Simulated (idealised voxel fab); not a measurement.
Name of the process module below: voxel self aligned contacts
Each square cell in cross-section cut measures 5 nm, and the section as a whole is 255 nm wide.
A cross-section is written here as square cells arranged in a grid, and it is given in bands from the top down, each band taking up one or more rows of cells.
Band entry format. Leading values: height of top, height of bottom, nm. Remainder: materials in left-to-right order, each with its width in nm. Special words: "edge to edge" on a single material, which then fills the band edge to edge; "empty", empty space.
A quick word on heights: they are counted from 0, and under that level the wafer as it came to us is one material throughout. The lowest band is different from the rest in having no bottom; it simply continues downward, written as in "0 nm and below".
The two numbers in a width such as "30->40" mark its ends across the band: the first belongs to the top row of cells, the second to the bottom row, and from each row to the next the width moves by the same amount.
Where the words "remained the same" appear for a step, the cross-section shows no cell changed by that step; every cell remained as before.
Sealed internal cavities: empty space of 8 cells or more with no open way to the top, each as width x height at its distance from the left edge, in nm
It should be noted that, on the line of a given step, the content following the step's settings is a remark produced by the simulator itself with respect to that step.
What "overlay nm" on a step's line means: if the step has a mask, that mask lay this far to the right of its planned place, or, when the value is negative, to the left.
[Planned process steps]
1 RECEIVE | material Si
2 CONFORMAL_DEP | material SiO2 | thk nm 5
3 DIRECTIONAL_DEP | material polySi | thk nm 30
4 DIRECTIONAL_DEP | material SiN | thk nm 25
5 DIRECTIONAL_DEP | material aC | thk nm 15
6 PATTERN | tone cover | mask id GATE | material resist | width nm 35 | pitch nm 75 | thk nm 35 | overlay nm 0
7 DIRECTIONAL_ETCH | etch materials aC | depth nm 15
8 STRIP | etch materials resist
9 DIRECTIONAL_ETCH | etch materials SiN | depth nm 25
10 DIRECTIONAL_ETCH | etch materials polySi | depth nm 30
11 STRIP | etch materials aC
12 CONFORMAL_DEP | material SiN | thk nm 10
13 DIRECTIONAL_ETCH | etch materials SiN | depth nm 10
14 FILL_DEP | material SiO2 | thk nm 15
15 CMP | height nm 70
16 MASKED_ETCH | tone open | mask id CONTACT | width nm 60 | etch materials SiO2 | depth nm 70 | overlay nm 0
17 CONFORMAL_DEP | material TiN | thk nm 5
18 FILL_DEP | material W | thk nm 10
19 CMP | height nm 70
20 CONFORMAL_DEP | material SiN | thk nm 5
[Cross-section of the wafer as it came to us, i.e., already through step 1]
	0 nm and below = Si edge to edge
	Sealed internal cavities: none
[One mistake in running the module, otherwise start and plan as above: cross-section at the end]
	75 nm to 70 nm = SiO2 edge to edge
	70 nm to 60 nm = 95 nm SiO2, 5->25 nm TiN, 50->10 nm W, 5->25 nm TiN, 100 nm SiO2
	60 nm to 35 nm = 60 nm SiO2, 55 nm SiN, 5 nm TiN, 10 nm W, 5 nm TiN, 55 nm SiN, 65 nm SiO2
	35 nm to 5 nm = 60 nm SiO2, 10 nm SiN, 35 nm polySi, 10 nm SiN, 5 nm TiN, 10 nm W, 5 nm TiN, 10 nm SiN, 35 nm polySi, 10 nm SiN, 65 nm SiO2
	5 nm to 0 nm = 115 nm SiO2, 20 nm TiN, 120 nm SiO2
	0 nm and below = Si edge to edge
	Sealed internal cavities: none
Which mistake was made when the wafer was run? for step 20, the planned setting was not used; the step was instead run as CONFORMAL_DEP | material SiO2 | thk nm 5
